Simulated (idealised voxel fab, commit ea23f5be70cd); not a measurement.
This section sets out a process module, namely voxel capacitor over wiring.
The figure presents cross-section cut, which has a width of 275 nm and is divided into square cells with an edge length of 5 nm.
Square cells in a grid make up a cross-section in this document, and the grid is given as bands, listed from the top down, each one or more rows of cells. First you get the band's top height and its bottom height, in nm, and then the materials it's made of, left to right, with each width in nm. If you see a single material with "edge to edge", that one covers the band edge to edge. "blank" is empty space. Height is counted from the level 0, under which the received wafer is composed throughout of one material. The lowest of the bands is not closed at the bottom but continues downward, in the notation "0 -> down". Note: "30 to 40" means the width goes from the first number (top row of the band) to the second number (bottom row) in equal steps per row of cells. Take "identical to before" at face value: in the step it is given for, the cross-section changed in none of its cells. Reported under the label "Closed internal cavities" are the empty spaces having no open way to the top and comprising 8 cells or more; the notation for each is width x height at distance, in which the distance is measured from the left edge and all three values are in nm. If you see something after the settings on a step's line, that's the simulator's own remark about that step. Regarding "overlay nm": on a step with a mask, it is the distance the mask lay to the right of its planned place; a negative value places it to the left.
So here's the lineup of process steps we planned:
| 1 | op RECEIVE | material Si |
| 2 | op CONFORMAL_DEP | material SiO2 | thk nm 15 |
| 3 | op DIRECTIONAL_DEP | material TiN | thk nm 5 |
| 4 | op DIRECTIONAL_DEP | material Ru | thk nm 25 |
| 5 | op PATTERN | tone cover | mask id METAL_1 | material resist | width nm 30 | pitch nm 100 | thk nm 20 | overlay nm 0 |
| 6 | op DIRECTIONAL_ETCH | etch materials Ru | depth nm 25 |
| 7 | op DIRECTIONAL_ETCH | etch materials TiN | depth nm 5 |
| 8 | op STRIP | etch materials resist |
| 9 | op FILL_DEP | material lowk | thk nm 10 |
| 10 | op CMP | height nm 45 |
| 11 | op CONFORMAL_DEP | material SiCN | thk nm 5 |
| 12 | op DIRECTIONAL_DEP | material SiO2 | thk nm 20 |
| 13 | op MASKED_ETCH | tone open | mask id PLUG_1 | width nm 15 | etch materials SiO2 | depth nm 20 | overlay nm 0 |
| 14 | op MASKED_ETCH | tone open | mask id PLUG_1 | width nm 15 | etch materials SiCN | depth nm 5 | overlay nm 0 |
| 15 | op CONFORMAL_DEP | material TiN | thk nm 5 |
| 16 | op FILL_DEP | material W | thk nm 10 |
| 17 | op CMP | height nm 70 |
| 18 | op DIRECTIONAL_DEP | material TiN | thk nm 5 |
| 19 | op DIRECTIONAL_DEP | material SiN | thk nm 5 |
| 20 | op DIRECTIONAL_DEP | material TiN | thk nm 5 |
| 21 | op PATTERN | tone cover | mask id UPPER_PLATE | material resist | width nm 75 | thk nm 15 | overlay nm 0 |
| 22 | op DIRECTIONAL_ETCH | etch materials TiN | depth nm 5 |
| 23 | op DIRECTIONAL_ETCH | etch materials SiN | depth nm 5 |
| 24 | op STRIP | etch materials resist |
| 25 | op MASKED_ETCH | tone cover | mask id LOWER_PLATE | width nm 85 | etch materials TiN | depth nm 5 | overlay nm 0 |
| 26 | op FILL_DEP | material SiO2 | thk nm 20 |
| 27 | op CMP | height nm 100 |
| 28 | op DIRECTIONAL_DEP | material aC | thk nm 15 |
| 29 | op PATTERN | tone open | mask id PLUG_2 | material resist | width nm 15 | thk nm 35 | overlay nm 0 |
| 30 | op DIRECTIONAL_ETCH | etch materials aC | depth nm 15 |
| 31 | op STRIP | etch materials resist |
| 32 | op DIRECTIONAL_ETCH | etch materials SiO2 | depth nm 15 |
| 33 | op STRIP | etch materials aC |
| 34 | op CONFORMAL_DEP | material TiN | thk nm 5 |
| 35 | op FILL_DEP | material W | thk nm 10 |
| 36 | op CMP | height nm 100 |
| 37 | op CONFORMAL_DEP | material SiN | thk nm 5 |
As-received state of the wafer in cross-section, equivalent to post-step 1:
  0 -> down | Si edge to edge
  Closed internal cavities: none
Cross-sectional view of the first of the two wafers upon completion of the module, processed in accordance with the plan:
  105 -> 100 | SiN edge to edge
  100 -> 90 | SiO2: 95 | TiN: 5 | W: 5 | TiN: 5 | SiO2: 165
  90 -> 80 | SiO2: 95 to 85 | TiN: 15 to 75 | SiO2: 165 to 115
  80 -> 75 | SiO2: 85 | SiN: 75 | SiO2: 115
  75 -> 70 | SiO2: 80 | TiN: 85 | SiO2: 110
  70 -> 50 | SiO2: 85 | TiN: 5 | W: 5 | TiN: 5 | SiO2: 175
  50 -> 45 | SiCN: 85 | TiN: 15 | SiCN: 175
  45 -> 20 | lowk: 70 | Ru: 30 | lowk: 70 | Ru: 30 | lowk: 75
  20 -> 15 | lowk: 70 | TiN: 30 | lowk: 70 | TiN: 30 | lowk: 75
  15 -> 0 | SiO2 edge to edge
  0 -> down | Si edge to edge
  Closed internal cavities: none
Cross-section, second wafer: same start as the first, same plan as the first, one mistake in running it; taken at the end of the module:
  105 -> 100 | SiN edge to edge
  100 -> 90 | SiO2: 95 | TiN: 5 | W: 5 | TiN: 5 | SiO2: 165
  90 -> 80 | SiO2: 95 to 85 | TiN: 15 to 75 | SiO2: 165 to 115
  80 -> 75 | SiO2: 85 | SiN: 75 | SiO2: 115
  75 -> 70 | SiO2: 80 | TiN: 85 | SiO2: 110
  70 -> 55 | SiO2: 85 | TiN: 5 | W: 5 | TiN: 5 | SiO2: 175
  55 -> 50 | SiO2: 85 | TiN: 15 | SiO2: 175
  50 -> 45 | SiCN: 90 | TiN: 10 | SiCN: 175
  45 -> 20 | lowk: 70 | Ru: 30 | lowk: 70 | Ru: 30 | lowk: 75
  20 -> 15 | lowk: 70 | TiN: 30 | lowk: 70 | TiN: 30 | lowk: 75
  15 -> 0 | SiO2 edge to edge
  0 -> down | Si edge to edge
  Closed internal cavities: none
What was the processing mistake? the process deviated at step 14: the operation and settings actually run there were op MASKED_ETCH | tone open | mask id PLUG_1 | width nm 15 | etch materials SiCN | depth nm 5 | overlay nm 5
The final cell counts differ between the wafers, with the second having more or fewer of some materials than the first: +1 SiCN; -1 W
